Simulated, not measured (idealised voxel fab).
process module | voxel double patterning
cross-section cut | 140 nm wide | cells 5 nm
A cross-section is a grid of square cells, given in bands from the top down. A band is one or more rows of cells.
Each band's line starts with the height of the band's top and of its bottom, in nm. Then come its materials from left to right, each with its width in nm. One material with "throughout" fills the band from edge to edge. "air" is empty space.
Height 0 is the level under which the wafer as received is all one material. The lowest band goes on downwards, as in "0 down".
A width such as "30 to 40" changes by the same amount from each row of cells to the next, from the band's top row to its bottom row.
"no change" after a step means that no cell of the cross-section changed.
closed voids: empty space of 8 cells or more with no open way to the top, each as width x height at its distance from the left edge, in nm
after a step's settings: what the simulator itself notes on the step
overlay nm, on a step with a mask: how far to the right of its planned place the mask lay; to the left if negative
plan
1 op RECEIVE | material Si
2 op CONFORMAL_DEP | material SiO2 | thk nm 5
3 op DIRECTIONAL_DEP | material W | thk nm 15
4 op DIRECTIONAL_DEP | material SiN | thk nm 5
5 op MASKED_ETCH | tone open | mask id FIRST | width nm 15 | pitch nm 50 | etch materials SiN | depth nm 5 | overlay nm 0
6 op MASKED_ETCH | tone open | mask id SECOND | width nm 15 | etch materials SiN | depth nm 5 | overlay nm 0
7 op DIRECTIONAL_ETCH | etch materials W | depth nm 15
8 op STRIP | etch materials SiN
varied across the wafers: width nm of step 5. The plan shows the first wafer's value. All wafers start alike
first wafer as received, after step 1
  0 down: Si throughout
  closed voids: none
first wafer at the end, after step 8
  20 to 5: W 35 | air 15 | W 10 | air 15 | W 10 | air 15 | W 40
  5 to 0: SiO2 throughout
  0 down: Si throughout
  closed voids: none
last wafer at the end
  20 to 5: W 30 | air 45 | W 5 | air 30 | W 30
  5 to 0: SiO2 throughout
  0 down: Si throughout
  closed voids: none
each wafer at the end: cells of each material gained (+) or lost (-) since it was received, then its closed voids
width nm 15 | +28 SiO2 | +57 W | closed voids: none
width nm 20 | +28 SiO2 | +51 W | closed voids: none
width nm 25 | +28 SiO2 | +45 W | closed voids: none
width nm 30 | +28 SiO2 | +39 W | closed voids: none
